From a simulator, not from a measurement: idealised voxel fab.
You're looking at the process module voxel capacitor over wiring.
Displayed cross-section: cut, width of 140 nm, square cells sized 5 nm.
Reading order for cross-sections: top band down to bottom band. Underlying form: a grid of square cells. Band size: one or more rows of cells. Top height, bottom height, nm. Materials left to right, width each, nm. Single material + "full width" = fills band edge to edge. "empty" = empty. Beneath 0, the wafer as received is one material, and that level is where height counting begins. The lowest band goes on downward without a bottom; it is written like "from 0 down". The expression "30->40" gives the width at the extremes of the band, the first number at its top row of cells and the second at its bottom row, with the width changing by equal amounts from each row to the next in between. "nothing changed" -> step changed no cross-section cell. Empty spaces without an open route to the top, at least 8 cells in extent, make up the entry "Enclosed void list"; each is given as width x height at distance, where the distance is measured from the left edge, and all are in nm. after a step's settings: what the simulator itself notes on the step. overlay nm: mask offset rightward from planned place, masked step; negative means leftward offset.

PROCESS STEPS FORESEEN IN THE PLAN
| 1 | RECEIVE: material Si |
| 2 | CONFORMAL_DEP: material SiO2, thk nm 15 |
| 3 | DIRECTIONAL_DEP: material TiN, thk nm 5 |
| 4 | DIRECTIONAL_DEP: material Ru, thk nm 15 |
| 5 | PATTERN: tone cover, mask id METAL_1, material resist, width nm 25, pitch nm 85, thk nm 15, overlay nm 0 |
| 6 | DIRECTIONAL_ETCH: etch materials Ru, depth nm 15 |
| 7 | DIRECTIONAL_ETCH: etch materials TiN, depth nm 5 |
| 8 | STRIP: etch materials resist |
| 9 | FILL_DEP: material lowk, thk nm 10 |
| 10 | CMP: height nm 35 |
| 11 | CONFORMAL_DEP: material SiCN, thk nm 5 |
| 12 | DIRECTIONAL_DEP: material lowk, thk nm 20 |
| 13 | PATTERN: tone open, mask id PLUG_1, material resist, width nm 15, thk nm 15, overlay nm 0 |
| 14 | DIRECTIONAL_ETCH: etch materials lowk, depth nm 20 |
| 15 | DIRECTIONAL_ETCH: etch materials SiCN, depth nm 5 |
| 16 | STRIP: etch materials resist |
| 17 | EPI: material Ru, thk nm 10 |
| 18 | EPI: material Ru, thk nm 10 |
| 19 | EPI: material Ru, thk nm 5 |
| 20 | DIRECTIONAL_DEP: material TiN, thk nm 10 |
| 21 | DIRECTIONAL_DEP: material SiN, thk nm 5 |
| 22 | DIRECTIONAL_DEP: material TiN, thk nm 5 |
| 23 | MASKED_ETCH: tone cover, mask id UPPER_PLATE, width nm 65, etch materials TiN, depth nm 5, overlay nm 0 |
| 24 | MASKED_ETCH: tone cover, mask id UPPER_PLATE, width nm 65, etch materials SiN, depth nm 5, overlay nm 0 |
| 25 | MASKED_ETCH: tone cover, mask id LOWER_PLATE, width nm 75, etch materials TiN, depth nm 10, overlay nm 0 |
| 26 | FILL_DEP: material SiO2, thk nm 15 |
| 27 | CMP: height nm 90 |
| 28 | MASKED_ETCH: tone open, mask id PLUG_2, width nm 15, etch materials SiO2, depth nm 10, overlay nm 0 |
| 29 | CONFORMAL_DEP: material TiN, thk nm 5 |
| 30 | FILL_DEP: material Ru, thk nm 10 |
| 31 | CMP: height nm 90 |
| 32 | CONFORMAL_DEP: material SiCN, thk nm 5 |
Split variable: width nm, step 13. Plan value = first wafer. Wafers start alike.

AS-RECEIVED CROSS-SECTION, FIRST OF SEVERAL WAFERS, POST STEP 1
	from 0 down: Si full width
	Enclosed void list: none

QUICK LOOK AT THE CROSS-SECTION OF THE FIRST OF SEVERAL WAFERS AFTER STEP 32, WHICH WRAPS UP THE MODULE
	from 95 to 90: SiCN full width
	from 90 to 85: SiO2 (35), then TiN (5), then Ru (5), then TiN (5), then SiO2 (90)
	from 85 to 75: SiO2 (35->25), then TiN (15->65), then SiO2 (90->50)
	from 75 to 70: SiO2 (25), then SiN (65), then SiO2 (50)
	from 70 to 60: SiO2 (20), then TiN (75), then SiO2 (45)
	from 60 to 40: lowk (25), then Ru (15), then lowk (100)
	from 40 to 35: SiCN (25), then Ru (15), then SiCN (100)
	from 35 to 20: lowk (15), then Ru (25), then lowk (60), then Ru (25), then lowk (15)
	from 20 to 15: lowk (15), then TiN (25), then lowk (60), then TiN (25), then lowk (15)
	from 15 to 0: SiO2 full width
	from 0 down: Si full width
	Enclosed void list: none

CROSS-SECTION, LAST WAFER, MODULE COMPLETION
	from 95 to 90: SiCN full width
	from 90 to 85: SiO2 (35), then TiN (5), then Ru (5), then TiN (5), then SiO2 (90)
	from 85 to 75: SiO2 (35->25), then TiN (15->65), then SiO2 (90->50)
	from 75 to 70: SiO2 (25), then SiN (65), then SiO2 (50)
	from 70 to 60: SiO2 (20), then TiN (75), then SiO2 (45)
	from 60 to 40: lowk (20), then Ru (30), then lowk (90)
	from 40 to 35: SiCN (20), then Ru (30), then SiCN (90)
	from 35 to 20: lowk (15), then Ru (25), then lowk (60), then Ru (25), then lowk (15)
	from 20 to 15: lowk (15), then TiN (25), then lowk (60), then TiN (25), then lowk (15)
	from 15 to 0: SiO2 full width
	from 0 down: Si full width
	Enclosed void list: none

GAINED (+) OR LOST (-) CELLS OF EACH MATERIAL SINCE RECEIPT, THEN CLOSED VOIDS: ONE ROW PER WAFER, AT THE END OF THE MODULE
width nm 15, +46 Ru, +53 SiCN, +13 SiN, +190 SiO2, +58 TiN, +172 lowk, Enclosed void list: none
width nm 20, +51 Ru, +52 SiCN, +13 SiN, +190 SiO2, +58 TiN, +168 lowk, Enclosed void list: none
width nm 25, +56 Ru, +51 SiCN, +13 SiN, +190 SiO2, +58 TiN, +164 lowk, Enclosed void list: none
width nm 30, +61 Ru, +50 SiCN, +13 SiN, +190 SiO2, +58 TiN, +160 lowk, Enclosed void list: none
